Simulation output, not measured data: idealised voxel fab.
process module | voxel double patterning
cross-section cut | 290 nm wide | cells 5 nm
A cross-section is a grid of square cells, given in bands from the top down. A band is one or more rows of cells.
Each band's line starts with the height of the band's top and of its bottom, in nm. Then come its materials from left to right, each with its width in nm. One material with "throughout" fills the band from edge to edge. "air" is empty space.
Height 0 is the level under which the wafer as received is all one material. The lowest band goes on downwards, as in "0 down".
A width such as "30 to 40" changes by the same amount from each row of cells to the next, from the band's top row to its bottom row.
"no change" after a step means that no cell of the cross-section changed.
closed voids: empty space of 8 cells or more with no open way to the top, each as width x height at its distance from the left edge, in nm
after a step's settings: what the simulator itself notes on the step
overlay nm, on a step with a mask: how far to the right of its planned place the mask lay; to the left if negative
plan
1 op RECEIVE | material Si
2 op CONFORMAL_DEP | material SiO2 | thk nm 5
3 op DIRECTIONAL_DEP | material TiN | thk nm 10
4 op DIRECTIONAL_DEP | material SiCN | thk nm 5
5 op MASKED_ETCH | tone open | mask id FIRST | width nm 15 | pitch nm 50 | etch materials SiCN | depth nm 5 | overlay nm 0
6 op MASKED_ETCH | tone open | mask id SECOND | width nm 15 | pitch nm 50 | etch materials SiCN | depth nm 5 | overlay nm 0
7 op DIRECTIONAL_ETCH | etch materials TiN | depth nm 10
8 op STRIP | etch materials SiCN
first wafer, as planned
as received, after step 1
  0 down: Si throughout
  closed voids: none
after step 2
  5 to 0: SiO2 throughout
  below 0: unchanged
after step 3
  15 to 5: TiN throughout
  below 5: unchanged
after step 4
  20 to 15: SiCN throughout
  below 15: unchanged
after step 5
  20 to 15: SiCN 85 | air 15 | SiCN 35 | air 15 | SiCN 35 | air 15 | SiCN 90
  below 15: unchanged
after step 6
  20 to 15: SiCN 85 | air 15 | SiCN 10 | air 15 | SiCN 10 | air 15 | SiCN 10 | air 15 | SiCN 10 | air 15 | SiCN 90
  below 15: unchanged
after step 7
  20 to 15: SiCN 85 | air 15 | SiCN 10 | air 15 | SiCN 10 | air 15 | SiCN 10 | air 15 | SiCN 10 | air 15 | SiCN 90
  15 to 5: TiN 85 | air 15 | TiN 10 | air 15 | TiN 10 | air 15 | TiN 10 | air 15 | TiN 10 | air 15 | TiN 90
  below 5: unchanged
after step 8
  15 to 5: TiN 85 | air 15 | TiN 10 | air 15 | TiN 10 | air 15 | TiN 10 | air 15 | TiN 10 | air 15 | TiN 90
  below 5: unchanged
second wafer: like start, like plan, one mistake. Through step 5 it matches the first wafer
when step 6 should have ended
  20 to 15: SiCN 85 | air 15 | SiCN 10 | air 15 | SiCN 10 | air 15 | SiCN 10 | air 15 | SiCN 10 | air 15 | SiCN 90
  below 15: unchanged
when step 7 should have ended
  20 to 15: SiCN 85 | air 15 | SiCN 10 | air 15 | SiCN 10 | air 15 | SiCN 10 | air 15 | SiCN 10 | air 15 | SiCN 90
  15 to 5: TiN 85 | air 15 | TiN 10 | air 15 | TiN 10 | air 15 | TiN 10 | air 15 | TiN 10 | air 15 | TiN 90
  below 5: unchanged
when step 8 should have ended
  15 to 5: TiN 85 | air 15 | TiN 10 | air 15 | TiN 10 | air 15 | TiN 10 | air 15 | TiN 10 | air 15 | TiN 90
  below 5: unchanged
what went wrong: step 6 was run twice
at the end the two cross-sections are the same: no effect in what this model computes
